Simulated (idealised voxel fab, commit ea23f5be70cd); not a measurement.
The process module presented herein is designated voxel released beams.
cross-section cut | 295 nm wide | cells 5 nm
Cross-section, as written here: a square-cell grid given band by band from the top down, where a band holds one or more rows of cells.
Per band: top height and bottom height in nm, followed by the left-to-right materials and their widths in nm; "all across" marks a single material spanning edge to edge, "air" marks empty space.
Heights from 0 (as-received wafer is one material below). Bottom band endless downward, as "0 and below".
It should be noted that a width expressed as "30..40" varies in equal increments from row to row of cells within the band, taking the value of the first number at the top row and that of the second number at the bottom row.
A step reported as "stayed the same" is a step in which no cell of the cross-section changed.
This entry, "Enclosed voids", enumerates those empty regions of no fewer than 8 cells that possess no open connection to the top. Each region is reported in the form width x height at distance, the distance being taken from the left edge, with all three quantities expressed in nm.
Note: text after step settings on the step line = simulator remark on that step.
You can add "overlay nm" to a step's line. For a step with a mask, it describes how far the mask lay to the right of its planned position, and a negative number describes a lay to the left.
These are the steps we planned for the process
- 1: RECEIVE,material Si
- 2: CONFORMAL_DEP,material SiN,thk nm 5
- 3: DIRECTIONAL_DEP,material SiO2,thk nm 15
- 4: PATTERN,tone open,mask id ANCHOR,material resist,width nm 35,thk nm 15,overlay nm 0
- 5: DIRECTIONAL_ETCH,etch materials SiO2,depth nm 15
- 6: STRIP,etch materials resist
- 7: CONFORMAL_DEP,material polySi,thk nm 15
- 8: DIRECTIONAL_DEP,material aC,thk nm 15
- 9: PATTERN,tone cover,mask id BEAM,material resist,width nm 110,thk nm 35,overlay nm 0
- 10: DIRECTIONAL_ETCH,etch materials aC,depth nm 15
- 11: STRIP,etch materials resist
- 12: DIRECTIONAL_ETCH,etch materials polySi,depth nm 15
- 13: STRIP,etch materials aC
- 14: STRIP,etch materials SiO2
Wafer as received: cross-section following step 1
	0 and below  Si all across
	Enclosed voids: none
As-planned run: cross-section of the first of two wafers at end of module
	35 down to 20  air (90)  polySi (20)  air (5)  polySi (85)  air (95)
	20 down to 5  air (95)  polySi (35)  air (165)
	5 down to 0  SiN all across
	0 and below  Si all across
	Enclosed voids: none
Cross-sectional image of the second wafer of the two following completion of the module. Starting state and process plan were the same as for the first wafer; one execution error occurred
	30 down to 20  air (90)  polySi (15)  air (15)  polySi (80)  air (95)
	20 down to 15  air (95)  polySi (10)  air (15)  polySi (10)  air (165)
	15 down to 5  air (95)  polySi (35)  air (165)
	5 down to 0  SiN all across
	0 and below  Si all across
	Enclosed voids: none
Heads up, the wafer didn't run the way we planned it: for step 7, the planned setting was not used; the step was instead run as CONFORMAL_DEP,material polySi,thk nm 10
Final wafer comparison in cells, second versus first, more or fewer per material: -28 polySi
